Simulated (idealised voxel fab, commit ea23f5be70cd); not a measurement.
Title: Process Module voxel air gaps
Pictured: cross-section cut, 230 nm wide, on a grid of 5 nm square cells.
Cross-section spec: square-cell grid; bands listed top down; each band is one or more rows.
Per band: top height and bottom height in nm, followed by the left-to-right materials and their widths in nm; "all across" marks a single material spanning edge to edge, "blank" marks empty space.
Ref level 0: as-received wafer is one material below here. Bottom band extends down with no lower bound ("0 and below").
The notation "30 to 40" denotes a width that varies across the rows of cells in the band, beginning at the first number in the top row, finishing at the second number in the bottom row, and changing by an identical amount from each row to the next.
The cross-section has no changed cell in any step marked "remains unaltered".
Voids not open to the top, 8 cells minimum: see "Unvented cavities". Written width x height at distance; distance is from the left edge; nm.
after a step's settings: what the simulator itself notes on the step
When a step includes a mask, the "overlay nm" setting on its line states how far to the right of its planned place that mask lay, and negative values state how far to the left.
**List of planned process steps**
1) RECEIVE | material Si
2) CONFORMAL_DEP | material SiO2 | thk nm 10
3) CONFORMAL_DEP | material SiN | thk nm 5
4) DIRECTIONAL_DEP | material lowk | thk nm 40
5) PATTERN | tone open | mask id LINES | material resist | width nm 20 | pitch nm 45 | thk nm 20 | overlay nm 0
6) DIRECTIONAL_ETCH | etch materials lowk | depth nm 40
7) STRIP | etch materials resist
8) CONFORMAL_DEP | material TiN | thk nm 5
9) FILL_DEP | material Ru | thk nm 5
10) CMP | height nm 55
11) EPI | material Ru | thk nm 10
12) SELECTIVE_ETCH | etch materials lowk | depth nm 50
13) CONFORMAL_DEP | material SiCN | thk nm 5
**The following pertains to the first of two wafers, which was processed as planned**
**This is the cross-section of the wafer as we received it, i.e. after step 1**
> 0 and below: Si all across
> Unvented cavities: none
**Cross-section of the wafer after step 2**
> 10 down to 0: SiO2 all across
> For the remainder of the cross-section, below 0, there is no change.
**Cross-section of the wafer after step 3**
> 15 down to 10: SiN all across
> For the remainder of the cross-section, below 10, there is no change.
**Cross-section of the wafer after step 4**
> 55 down to 15: lowk all across
> For the remainder of the cross-section, below 15, there is no change.
**Cross-section of the wafer after step 5**
> 75 down to 55: resist 35 nm / blank 20 nm / resist 25 nm / blank 20 nm / resist 25 nm / blank 20 nm / resist 25 nm / blank 20 nm / resist 40 nm
> For the remainder of the cross-section, below 55, there is no change.
**Cross-section of the wafer after step 6**
> 75 down to 55: resist 35 nm / blank 20 nm / resist 25 nm / blank 20 nm / resist 25 nm / blank 20 nm / resist 25 nm / blank 20 nm / resist 40 nm
> 55 down to 15: lowk 35 nm / blank 20 nm / lowk 25 nm / blank 20 nm / lowk 25 nm / blank 20 nm / lowk 25 nm / blank 20 nm / lowk 40 nm
> For the remainder of the cross-section, below 15, there is no change.
**Cross-section of the wafer after step 7**
> 55 down to 15: lowk 35 nm / blank 20 nm / lowk 25 nm / blank 20 nm / lowk 25 nm / blank 20 nm / lowk 25 nm / blank 20 nm / lowk 40 nm
> For the remainder of the cross-section, below 15, there is no change.
**Cross-section of the wafer after step 8**
> 60 down to 55: TiN 40 nm / blank 10 nm / TiN 35 nm / blank 10 nm / TiN 35 nm / blank 10 nm / TiN 35 nm / blank 10 nm / TiN 45 nm
> 55 down to 20: lowk 35 nm / TiN 5 nm / blank 10 nm / TiN 5 nm / lowk 25 nm / TiN 5 nm / blank 10 nm / TiN 5 nm / lowk 25 nm / TiN 5 nm / blank 10 nm / TiN 5 nm / lowk 25 nm / TiN 5 nm / blank 10 nm / TiN 5 nm / lowk 40 nm
> 20 down to 15: lowk 35 nm / TiN 20 nm / lowk 25 nm / TiN 20 nm / lowk 25 nm / TiN 20 nm / lowk 25 nm / TiN 20 nm / lowk 40 nm
> For the remainder of the cross-section, below 15, there is no change.
**Cross-section of the wafer after step 9**
> 65 down to 60: Ru all across
> 60 down to 55: TiN 40 nm / Ru 10 nm / TiN 35 nm / Ru 10 nm / TiN 35 nm / Ru 10 nm / TiN 35 nm / Ru 10 nm / TiN 45 nm
> 55 down to 20: lowk 35 nm / TiN 5 nm / Ru 10 nm / TiN 5 nm / lowk 25 nm / TiN 5 nm / Ru 10 nm / TiN 5 nm / lowk 25 nm / TiN 5 nm / Ru 10 nm / TiN 5 nm / lowk 25 nm / TiN 5 nm / Ru 10 nm / TiN 5 nm / lowk 40 nm
> For the remainder of the cross-section, below 20, there is no change.
**Cross-section of the wafer after step 10**
> 55 down to 20: lowk 35 nm / TiN 5 nm / Ru 10 nm / TiN 5 nm / lowk 25 nm / TiN 5 nm / Ru 10 nm / TiN 5 nm / lowk 25 nm / TiN 5 nm / Ru 10 nm / TiN 5 nm / lowk 25 nm / TiN 5 nm / Ru 10 nm / TiN 5 nm / lowk 40 nm
> For the remainder of the cross-section, below 20, there is no change.
**Cross-section of the wafer after step 11**
> 65 down to 55: blank 25 nm / Ru 40 nm / blank 5 nm / Ru 40 nm / blank 5 nm / Ru 40 nm / blank 5 nm / Ru 40 nm / blank 30 nm
> For the remainder of the cross-section, below 55, there is no change.
**Cross-section of the wafer after step 12**
> 65 down to 55: blank 25 nm / Ru 40 nm / blank 5 nm / Ru 40 nm / blank 5 nm / Ru 40 nm / blank 5 nm / Ru 40 nm / blank 30 nm
> 55 down to 20: blank 35 nm / TiN 5 nm / Ru 10 nm / TiN 5 nm / blank 25 nm / TiN 5 nm / Ru 10 nm / TiN 5 nm / blank 25 nm / TiN 5 nm / Ru 10 nm / TiN 5 nm / blank 25 nm / TiN 5 nm / Ru 10 nm / TiN 5 nm / blank 40 nm
> 20 down to 15: blank 35 nm / TiN 20 nm / blank 25 nm / TiN 20 nm / blank 25 nm / TiN 20 nm / blank 25 nm / TiN 20 nm / blank 40 nm
> For the remainder of the cross-section, below 15, there is no change.
**Cross-section of the wafer after step 13**
> 70 down to 65: blank 20 nm / SiCN 185 nm / blank 25 nm
> 65 down to 55: blank 20 nm / SiCN 5 nm / Ru 40 nm / SiCN 5 nm / Ru 40 nm / SiCN 5 nm / Ru 40 nm / SiCN 5 nm / Ru 40 nm / SiCN 5 nm / blank 25 nm
> 55 down to 50: blank 20 nm / SiCN 15 nm / TiN 5 nm / Ru 10 nm / TiN 5 nm / SiCN 25 nm / TiN 5 nm / Ru 10 nm / TiN 5 nm / SiCN 25 nm / TiN 5 nm / Ru 10 nm / TiN 5 nm / SiCN 25 nm / TiN 5 nm / Ru 10 nm / TiN 5 nm / SiCN 15 nm / blank 25 nm
> 50 down to 20: blank 30 nm / SiCN 5 nm / TiN 5 nm / Ru 10 nm / TiN 5 nm / SiCN 5 nm / blank 15 nm / SiCN 5 nm / TiN 5 nm / Ru 10 nm / TiN 5 nm / SiCN 5 nm / blank 15 nm / SiCN 5 nm / TiN 5 nm / Ru 10 nm / TiN 5 nm / SiCN 5 nm / blank 15 nm / SiCN 5 nm / TiN 5 nm / Ru 10 nm / TiN 5 nm / SiCN 5 nm / blank 35 nm
> 20 down to 15: SiCN 35 nm / TiN 20 nm / SiCN 25 nm / TiN 20 nm / SiCN 25 nm / TiN 20 nm / SiCN 25 nm / TiN 20 nm / SiCN 40 nm
> For the remainder of the cross-section, below 15, there is no change.
> Unvented cavities: 15 x 30 at 60; 15 x 30 at 105; 15 x 30 at 150
**The remaining wafer, second of the two, started like the first and was run to the same plan, except that one mistake was made along the way; the two coincide through step 4, inclusive**
**Second wafer, cross-section, planned end of step 5**
> 75 down to 55: resist 40 nm / blank 20 nm / resist 25 nm / blank 20 nm / resist 25 nm / blank 20 nm / resist 25 nm / blank 20 nm / resist 35 nm
> For the remainder of the cross-section, below 55, there is no change.
**Second wafer, cross-section, planned end of step 6**
> 75 down to 55: resist 40 nm / blank 20 nm / resist 25 nm / blank 20 nm / resist 25 nm / blank 20 nm / resist 25 nm / blank 20 nm / resist 35 nm
> 55 down to 15: lowk 40 nm / blank 20 nm / lowk 25 nm / blank 20 nm / lowk 25 nm / blank 20 nm / lowk 25 nm / blank 20 nm / lowk 35 nm
> For the remainder of the cross-section, below 15, there is no change.
**Second wafer, cross-section, planned end of step 7**
> 55 down to 15: lowk 40 nm / blank 20 nm / lowk 25 nm / blank 20 nm / lowk 25 nm / blank 20 nm / lowk 25 nm / blank 20 nm / lowk 35 nm
> For the remainder of the cross-section, below 15, there is no change.
**Second wafer, cross-section, planned end of step 8**
> 60 down to 55: TiN 45 nm / blank 10 nm / TiN 35 nm / blank 10 nm / TiN 35 nm / blank 10 nm / TiN 35 nm / blank 10 nm / TiN 40 nm
> 55 down to 20: lowk 40 nm / TiN 5 nm / blank 10 nm / TiN 5 nm / lowk 25 nm / TiN 5 nm / blank 10 nm / TiN 5 nm / lowk 25 nm / TiN 5 nm / blank 10 nm / TiN 5 nm / lowk 25 nm / TiN 5 nm / blank 10 nm / TiN 5 nm / lowk 35 nm
> 20 down to 15: lowk 40 nm / TiN 20 nm / lowk 25 nm / TiN 20 nm / lowk 25 nm / TiN 20 nm / lowk 25 nm / TiN 20 nm / lowk 35 nm
> For the remainder of the cross-section, below 15, there is no change.
**Second wafer, cross-section, planned end of step 9**
> 65 down to 60: Ru all across
> 60 down to 55: TiN 45 nm / Ru 10 nm / TiN 35 nm / Ru 10 nm / TiN 35 nm / Ru 10 nm / TiN 35 nm / Ru 10 nm / TiN 40 nm
> 55 down to 20: lowk 40 nm / TiN 5 nm / Ru 10 nm / TiN 5 nm / lowk 25 nm / TiN 5 nm / Ru 10 nm / TiN 5 nm / lowk 25 nm / TiN 5 nm / Ru 10 nm / TiN 5 nm / lowk 25 nm / TiN 5 nm / Ru 10 nm / TiN 5 nm / lowk 35 nm
> For the remainder of the cross-section, below 20, there is no change.
**Second wafer, cross-section, planned end of step 10**
> 55 down to 20: lowk 40 nm / TiN 5 nm / Ru 10 nm / TiN 5 nm / lowk 25 nm / TiN 5 nm / Ru 10 nm / TiN 5 nm / lowk 25 nm / TiN 5 nm / Ru 10 nm / TiN 5 nm / lowk 25 nm / TiN 5 nm / Ru 10 nm / TiN 5 nm / lowk 35 nm
> For the remainder of the cross-section, below 20, there is no change.
**Second wafer, cross-section, planned end of step 11**
> 65 down to 55: blank 30 nm / Ru 40 nm / blank 5 nm / Ru 40 nm / blank 5 nm / Ru 40 nm / blank 5 nm / Ru 40 nm / blank 25 nm
> For the remainder of the cross-section, below 55, there is no change.
**Second wafer, cross-section, planned end of step 12**
> 65 down to 55: blank 30 nm / Ru 40 nm / blank 5 nm / Ru 40 nm / blank 5 nm / Ru 40 nm / blank 5 nm / Ru 40 nm / blank 25 nm
> 55 down to 20: blank 40 nm / TiN 5 nm / Ru 10 nm / TiN 5 nm / blank 25 nm / TiN 5 nm / Ru 10 nm / TiN 5 nm / blank 25 nm / TiN 5 nm / Ru 10 nm / TiN 5 nm / blank 25 nm / TiN 5 nm / Ru 10 nm / TiN 5 nm / blank 35 nm
> 20 down to 15: blank 40 nm / TiN 20 nm / blank 25 nm / TiN 20 nm / blank 25 nm / TiN 20 nm / blank 25 nm / TiN 20 nm / blank 35 nm
> For the remainder of the cross-section, below 15, there is no change.
**Second wafer, cross-section, planned end of step 13**
> 70 down to 65: blank 25 nm / SiCN 185 nm / blank 20 nm
> 65 down to 55: blank 25 nm / SiCN 5 nm / Ru 40 nm / SiCN 5 nm / Ru 40 nm / SiCN 5 nm / Ru 40 nm / SiCN 5 nm / Ru 40 nm / SiCN 5 nm / blank 20 nm
> 55 down to 50: blank 25 nm / SiCN 15 nm / TiN 5 nm / Ru 10 nm / TiN 5 nm / SiCN 25 nm / TiN 5 nm / Ru 10 nm / TiN 5 nm / SiCN 25 nm / TiN 5 nm / Ru 10 nm / TiN 5 nm / SiCN 25 nm / TiN 5 nm / Ru 10 nm / TiN 5 nm / SiCN 15 nm / blank 20 nm
> 50 down to 20: blank 35 nm / SiCN 5 nm / TiN 5 nm / Ru 10 nm / TiN 5 nm / SiCN 5 nm / blank 15 nm / SiCN 5 nm / TiN 5 nm / Ru 10 nm / TiN 5 nm / SiCN 5 nm / blank 15 nm / SiCN 5 nm / TiN 5 nm / Ru 10 nm / TiN 5 nm / SiCN 5 nm / blank 15 nm / SiCN 5 nm / TiN 5 nm / Ru 10 nm / TiN 5 nm / SiCN 5 nm / blank 30 nm
> 20 down to 15: SiCN 40 nm / TiN 20 nm / SiCN 25 nm / TiN 20 nm / SiCN 25 nm / TiN 20 nm / SiCN 25 nm / TiN 20 nm / SiCN 35 nm
> For the remainder of the cross-section, below 15, there is no change.
> Unvented cavities: 15 x 30 at 65; 15 x 30 at 110; 15 x 30 at 155
What was the processing mistake? in deviation from the planned setting, step 5 was conducted as PATTERN | tone open | mask id LINES | material resist | width nm 20 | pitch nm 45 | thk nm 20 | overlay nm 5
If you tally the cells, the second wafer ends up with the same amount of every material as the first; it's all just sitting in different places.
